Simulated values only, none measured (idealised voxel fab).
You're looking at the process module voxel ribs on slabs.
In the cross-section labelled cut, the width is 180 nm and each square cell is 5 nm.
Each cross-section below is a grid of square cells, stated as bands in top-down order, with one or more rows of cells making up each band.
Look at the band entry: it leads with the top's height and the bottom's height in nm. Then it lists the materials left to right, with a width in nm for each. The word "edge to edge" on a single material says that material fills the band edge to edge. The word "empty" is empty space.
Height 0 is the level under which the wafer as received is all one material. The lowest band goes on downwards, as in "0 nm and below".
The width entry "30 to 40" should be interpreted row by row: the top row of cells in the band takes the first number, the bottom row takes the second number, and the change between adjacent rows is uniform throughout.
For the purposes of this document, the phrase "left unchanged" attached to a step denotes that no cell within the cross-section was modified by that step.
"Sealed void list": empty spaces of 8 cells or more with no open way to the top, each given as width x height at distance, distance from the left edge, all in nm.
Step line, after settings: the simulator's comment on this step.
overlay nm, on a step with a mask: how far to the right of its planned place the mask lay; to the left if negative

List of planned process steps:
1) RECEIVE [material Si]
2) DIRECTIONAL_DEP [material SiO2] [thk nm 20]
3) DIRECTIONAL_DEP [material SiN] [thk nm 15]
4) DIRECTIONAL_DEP [material aC] [thk nm 15]
5) PATTERN [tone cover] [mask id RIB] [material resist] [width nm 20] [thk nm 35] [overlay nm 0]
6) DIRECTIONAL_ETCH [etch materials aC] [depth nm 15]
7) STRIP [etch materials resist]
8) DIRECTIONAL_ETCH [etch materials SiN] [depth nm 5]
9) STRIP [etch materials aC]
10) DIRECTIONAL_DEP [material aC] [thk nm 10]
11) PATTERN [tone cover] [mask id SLAB] [material resist] [width nm 60] [thk nm 30] [overlay nm 0]
12) DIRECTIONAL_ETCH [etch materials aC] [depth nm 10]
13) STRIP [etch materials resist]
14) DIRECTIONAL_ETCH [etch materials SiN] [depth nm 10]
15) STRIP [etch materials aC]
16) FILL_DEP [material SiO2] [thk nm 20]
17) CMP [height nm 50]
18) DIRECTIONAL_DEP [material TiN] [thk nm 10]
19) DIRECTIONAL_DEP [material aC] [thk nm 15]
20) PATTERN [tone cover] [mask id HEATER] [material resist] [width nm 30] [thk nm 35] [overlay nm 0]
21) DIRECTIONAL_ETCH [etch materials aC] [depth nm 15]
22) STRIP [etch materials resist]
23) DIRECTIONAL_ETCH [etch materials TiN] [depth nm 10]
24) STRIP [etch materials aC]
25) CONFORMAL_DEP [material SiO2] [thk nm 10]

As received, after step 1:
> 0 nm and below | Si edge to edge
> Sealed void list: none

First wafer of two, sectioned at end of module; run went per plan:
> 70 nm to 60 nm | 65 nm empty | 50 nm SiO2 | 65 nm empty
> 60 nm to 50 nm | 75 nm SiO2 | 30 nm TiN | 75 nm SiO2
> 50 nm to 35 nm | SiO2 edge to edge
> 35 nm to 30 nm | 80 nm SiO2 | 20 nm SiN | 80 nm SiO2
> 30 nm to 20 nm | 60 nm SiO2 | 60 nm SiN | 60 nm SiO2
> 20 nm to 0 nm | SiO2 edge to edge
> 0 nm and below | Si edge to edge
> Sealed void list: none

Wafer two, sectioned after the module: the first wafer's start, the first wafer's plan, and one mistake in how it was run:
> 70 nm to 60 nm | 65 nm empty | 50 nm SiO2 | 65 nm empty
> 60 nm to 50 nm | 75 nm SiO2 | 30 nm TiN | 75 nm SiO2
> 50 nm to 20 nm | SiN edge to edge
> 20 nm to 0 nm | SiO2 edge to edge
> 0 nm and below | Si edge to edge
> Sealed void list: none
what went wrong: step 16 was not run as planned; what actually ran was FILL_DEP [material SiN] [thk nm 20]
Materials where the second wafer ends with more or fewer cells than the first: +188 SiN, -188 SiO2
